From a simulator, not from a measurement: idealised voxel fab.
Proc. module: voxel ribs on slabs
Square cell edge 5 nm, section width 175 nm, ID cut.
Cross-sections here: square-cell grids, written as top-down lists of bands, a band being one or more rows of cells. Basically the band line says how high the top is and how high the bottom is, in nm, and then what's in it from left to right, every material with its width in nm. Empty space shows up as "air", and if a single material carries "edge to edge" it runs the full band edge to edge. Height reference: 0 = level under which incoming wafer is all one material. Lowest band: no bottom, runs on downward, e.g. "from 0 down". Per-row width for "30 to 40": begins at first number (top row of band), ends at second number (bottom row), increment between rows held constant. "nothing changed", as given for a step, is the statement that not any cell of the cross-section underwent a change during that step. "Sealed-off cavities" enumerates empty spaces isolated from the top, with no open way to it, that contain at least 8 cells, giving each as width x height at distance from the left edge, all three in nm. Where a step's line continues beyond its settings, the continuation is a remark by the simulator itself on that step. "overlay nm" answers the question of how far to the right of plan the mask lay on a step that has a mask, and when it is negative the answer is to the left.
**Steps planned for the process**
- 1: RECEIVE | material Si
- 2: DIRECTIONAL_DEP | material SiO2 | thk nm 25
- 3: DIRECTIONAL_DEP | material polySi | thk nm 15
- 4: DIRECTIONAL_DEP | material aC | thk nm 10
- 5: PATTERN | tone cover | mask id RIB | material resist | width nm 20 | thk nm 25 | overlay nm 0
- 6: DIRECTIONAL_ETCH | etch materials aC | depth nm 10
- 7: STRIP | etch materials resist
- 8: DIRECTIONAL_ETCH | etch materials polySi | depth nm 10
- 9: STRIP | etch materials aC
- 10: PATTERN | tone cover | mask id SLAB | material resist | width nm 70 | thk nm 15 | overlay nm 0
- 11: DIRECTIONAL_ETCH | etch materials polySi | depth nm 5
- 12: STRIP | etch materials resist
- 13: FILL_DEP | material SiO2 | thk nm 25
- 14: CMP | height nm 60
- 15: DIRECTIONAL_DEP | material TiN | thk nm 10
- 16: DIRECTIONAL_DEP | material aC | thk nm 15
- 17: PATTERN | tone cover | mask id HEATER | material resist | width nm 30 | thk nm 35 | overlay nm 0
- 18: DIRECTIONAL_ETCH | etch materials aC | depth nm 15
- 19: STRIP | etch materials resist
- 20: DIRECTIONAL_ETCH | etch materials TiN | depth nm 10
- 21: STRIP | etch materials aC
- 22: CONFORMAL_DEP | material SiO2 | thk nm 5
**Run as planned: first of two wafers**
**This is the cross-section of the wafer as we received it, i.e. after step 1**
  from 0 down: Si edge to edge
  Sealed-off cavities: none
**The wafer, seen in cross-section, after step 2**
  from 25 to 0: SiO2 edge to edge
  Below 0, the layers are the same as they were.
**The wafer, seen in cross-section, after step 3**
  from 40 to 25: polySi edge to edge
  Below 25, the layers are the same as they were.
**The wafer, seen in cross-section, after step 4**
  from 50 to 40: aC edge to edge
  Below 40, the layers are the same as they were.
**The wafer, seen in cross-section, after step 5**
  from 75 to 50: air 75, resist 20, air 80
  Below 50, the layers are the same as they were.
**The wafer, seen in cross-section, after step 6**
  from 65 to 50: air 75, resist 20, air 80
  from 50 to 40: air 75, aC 20, air 80
  Below 40, the layers are the same as they were.
**The wafer, seen in cross-section, after step 7**
  from 50 to 40: air 75, aC 20, air 80
  Below 40, the layers are the same as they were.
**The wafer, seen in cross-section, after step 8**
  from 50 to 40: air 75, aC 20, air 80
  from 40 to 30: air 75, polySi 20, air 80
  Below 30, the layers are the same as they were.
**The wafer, seen in cross-section, after step 9**
  from 40 to 30: air 75, polySi 20, air 80
  Below 30, the layers are the same as they were.
**The wafer, seen in cross-section, after step 10**
  from 55 to 40: air 50, resist 70, air 55
  from 40 to 30: air 50, resist 25, polySi 20, resist 25, air 55
  Below 30, the layers are the same as they were.
**The wafer, seen in cross-section, after step 11**
  from 55 to 40: air 50, resist 70, air 55
  from 40 to 30: air 50, resist 25, polySi 20, resist 25, air 55
  from 30 to 25: air 50, polySi 70, air 55
  Below 25, the layers are the same as they were.
**The wafer, seen in cross-section, after step 12**
  from 40 to 30: air 75, polySi 20, air 80
  Below 30, the layers are the same as they were.
**The wafer, seen in cross-section, after step 13**
  from 65 to 40: SiO2 edge to edge
  from 40 to 30: SiO2 75, polySi 20, SiO2 80
  from 30 to 25: SiO2 50, polySi 70, SiO2 55
  Below 25, the layers are the same as they were.
**The wafer, seen in cross-section, after step 14**
  from 60 to 40: SiO2 edge to edge
  Below 40, the layers are the same as they were.
**The wafer, seen in cross-section, after step 15**
  from 70 to 60: TiN edge to edge
  Below 60, the layers are the same as they were.
**The wafer, seen in cross-section, after step 16**
  from 85 to 70: aC edge to edge
  Below 70, the layers are the same as they were.
**The wafer, seen in cross-section, after step 17**
  from 120 to 85: air 70, resist 30, air 75
  Below 85, the layers are the same as they were.
**The wafer, seen in cross-section, after step 18**
  from 105 to 85: air 70, resist 30, air 75
  from 85 to 70: air 70, aC 30, air 75
  Below 70, the layers are the same as they were.
**The wafer, seen in cross-section, after step 19**
  from 85 to 70: air 70, aC 30, air 75
  Below 70, the layers are the same as they were.
**The wafer, seen in cross-section, after step 20**
  from 85 to 70: air 70, aC 30, air 75
  from 70 to 60: air 70, TiN 30, air 75
  Below 60, the layers are the same as they were.
**The wafer, seen in cross-section, after step 21**
  from 70 to 60: air 70, TiN 30, air 75
  Below 60, the layers are the same as they were.
**The wafer, seen in cross-section, after step 22**
  from 75 to 70: air 65, SiO2 40, air 70
  from 70 to 65: air 65, SiO2 5, TiN 30, SiO2 5, air 70
  from 65 to 60: SiO2 70, TiN 30, SiO2 75
  Below 60, the layers are the same as they were.
**Now the other wafer: same start, same recipe, but we messed up one thing when running it. Up to and including step 3 it's the same as the first one**
**Here is the second wafer in cross-section at the point where step 4 of the plan should have been done**
  from 50 to 40: SiO2 edge to edge
  Below 40, the layers are the same as they were.
**Here is the second wafer in cross-section at the point where step 5 of the plan should have been done**
  from 75 to 50: air 75, resist 20, air 80
  Below 50, the layers are the same as they were.
**Here is the second wafer in cross-section at the point where step 6 of the plan should have been done**
  from 65 to 50: air 75, resist 20, air 80
  Below 50, the layers are the same as they were.
**Here is the second wafer in cross-section at the point where step 7 of the plan should have been done**
  from 50 to 40: SiO2 edge to edge
  Below 40, the layers are the same as they were.
Here is the second wafer in cross-section at the point where step 8 of the plan should have been done: nothing changed
Here is the second wafer in cross-section at the point where step 9 of the plan should have been done: nothing changed
**Here is the second wafer in cross-section at the point where step 10 of the plan should have been done**
  from 65 to 50: air 50, resist 70, air 55
  Below 50, the layers are the same as they were.
Here is the second wafer in cross-section at the point where step 11 of the plan should have been done: nothing changed
**Here is the second wafer in cross-section at the point where step 12 of the plan should have been done**
  from 50 to 40: SiO2 edge to edge
  Below 40, the layers are the same as they were.
**Here is the second wafer in cross-section at the point where step 13 of the plan should have been done**
  from 75 to 40: SiO2 edge to edge
  Below 40, the layers are the same as they were.
**Here is the second wafer in cross-section at the point where step 14 of the plan should have been done**
  from 60 to 40: SiO2 edge to edge
  Below 40, the layers are the same as they were.
**Here is the second wafer in cross-section at the point where step 15 of the plan should have been done**
  from 70 to 60: TiN edge to edge
  Below 60, the layers are the same as they were.
**Here is the second wafer in cross-section at the point where step 16 of the plan should have been done**
  from 85 to 70: aC edge to edge
  Below 70, the layers are the same as they were.
**Here is the second wafer in cross-section at the point where step 17 of the plan should have been done**
  from 120 to 85: air 70, resist 30, air 75
  Below 85, the layers are the same as they were.
**Here is the second wafer in cross-section at the point where step 18 of the plan should have been done**
  from 105 to 85: air 70, resist 30, air 75
  from 85 to 70: air 70, aC 30, air 75
  Below 70, the layers are the same as they were.
**Here is the second wafer in cross-section at the point where step 19 of the plan should have been done**
  from 85 to 70: air 70, aC 30, air 75
  Below 70, the layers are the same as they were.
**Here is the second wafer in cross-section at the point where step 20 of the plan should have been done**
  from 85 to 70: air 70, aC 30, air 75
  from 70 to 60: air 70, TiN 30, air 75
  Below 60, the layers are the same as they were.
**Here is the second wafer in cross-section at the point where step 21 of the plan should have been done**
  from 70 to 60: air 70, TiN 30, air 75
  Below 60, the layers are the same as they were.
**Here is the second wafer in cross-section at the point where step 22 of the plan should have been done**
  from 75 to 70: air 65, SiO2 40, air 70
  from 70 to 65: air 65, SiO2 5, TiN 30, SiO2 5, air 70
  from 65 to 60: SiO2 70, TiN 30, SiO2 75
  Below 60, the layers are the same as they were.
Heads up, the wafer didn't run the way we planned it: step 4 was not run as planned; what actually ran was DIRECTIONAL_DEP | material SiO2 | thk nm 10
Once processing is complete, comparing cell counts shows that the second wafer has more or fewer of certain materials than the first: -83 SiO2 | +83 polySi
